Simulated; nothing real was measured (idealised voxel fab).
process module | voxel self aligned contacts
cross-section cut | 200 nm wide | cells 5 nm
A cross-section is a grid of square cells, given in bands from the top down. A band is one or more rows of cells.
Each band's line starts with the height of the band's top and of its bottom, in nm. Then come its materials from left to right, each with its width in nm. One material with "throughout" fills the band from edge to edge. "air" is empty space.
Height 0 is the level under which the wafer as received is all one material. The lowest band goes on downwards, as in "0 down".
A width such as "30 to 40" changes by the same amount from each row of cells to the next, from the band's top row to its bottom row.
"no change" after a step means that no cell of the cross-section changed.
closed voids: empty space of 8 cells or more with no open way to the top, each as width x height at its distance from the left edge, in nm
after a step's settings: what the simulator itself notes on the step
overlay nm, on a step with a mask: how far to the right of its planned place the mask lay; to the left if negative
plan
1 op RECEIVE | material Si
2 op CONFORMAL_DEP | material SiO2 | thk nm 5
3 op DIRECTIONAL_DEP | material polySi | thk nm 30
4 op DIRECTIONAL_DEP | material SiN | thk nm 20
5 op DIRECTIONAL_DEP | material aC | thk nm 15
6 op PATTERN | tone cover | mask id GATE | material resist | width nm 35 | pitch nm 60 | thk nm 35 | overlay nm 0
7 op DIRECTIONAL_ETCH | etch materials aC | depth nm 15
8 op STRIP | etch materials resist
9 op DIRECTIONAL_ETCH | etch materials SiN | depth nm 20
10 op DIRECTIONAL_ETCH | etch materials polySi | depth nm 30
11 op STRIP | etch materials aC
12 op CONFORMAL_DEP | material SiN | thk nm 5
13 op DIRECTIONAL_ETCH | etch materials SiN | depth nm 5
14 op FILL_DEP | material SiO2 | thk nm 15
15 op CMP | height nm 50
16 op MASKED_ETCH | tone open | mask id CONTACT | width nm 45 | pitch nm 60 | etch materials SiO2 | depth nm 60 | overlay nm 0
17 op CONFORMAL_DEP | material TiN | thk nm 5
18 op FILL_DEP | material Ru | thk nm 10
19 op CMP | height nm 60
20 op CONFORMAL_DEP | material SiCN | thk nm 5
varied across the wafers: height nm of step 15. The plan shows the first wafer's value. All wafers start alike
first wafer as received, after step 1
  0 down: Si throughout
  closed voids: none
each wafer at the end: cells of each material gained (+) or lost (-) since it was received, then its closed voids
height nm 50 | +60 Ru | +40 SiCN | +117 SiN | +97 SiO2 | +80 TiN | +126 polySi | closed voids: none
height nm 55 | +22 Ru | +40 SiCN | +144 SiN | +104 SiO2 | +84 TiN | +126 polySi | closed voids: none
height nm 60 | +22 Ru | +40 SiCN | +144 SiN | +126 SiO2 | +62 TiN | +126 polySi | closed voids: none
height nm 65 | +20 Ru | +40 SiCN | +144 SiN | +132 SiO2 | +58 TiN | +126 polySi | closed voids: none
height nm 70 | +18 Ru | +40 SiCN | +144 SiN | +138 SiO2 | +54 TiN | +126 polySi | closed voids: none
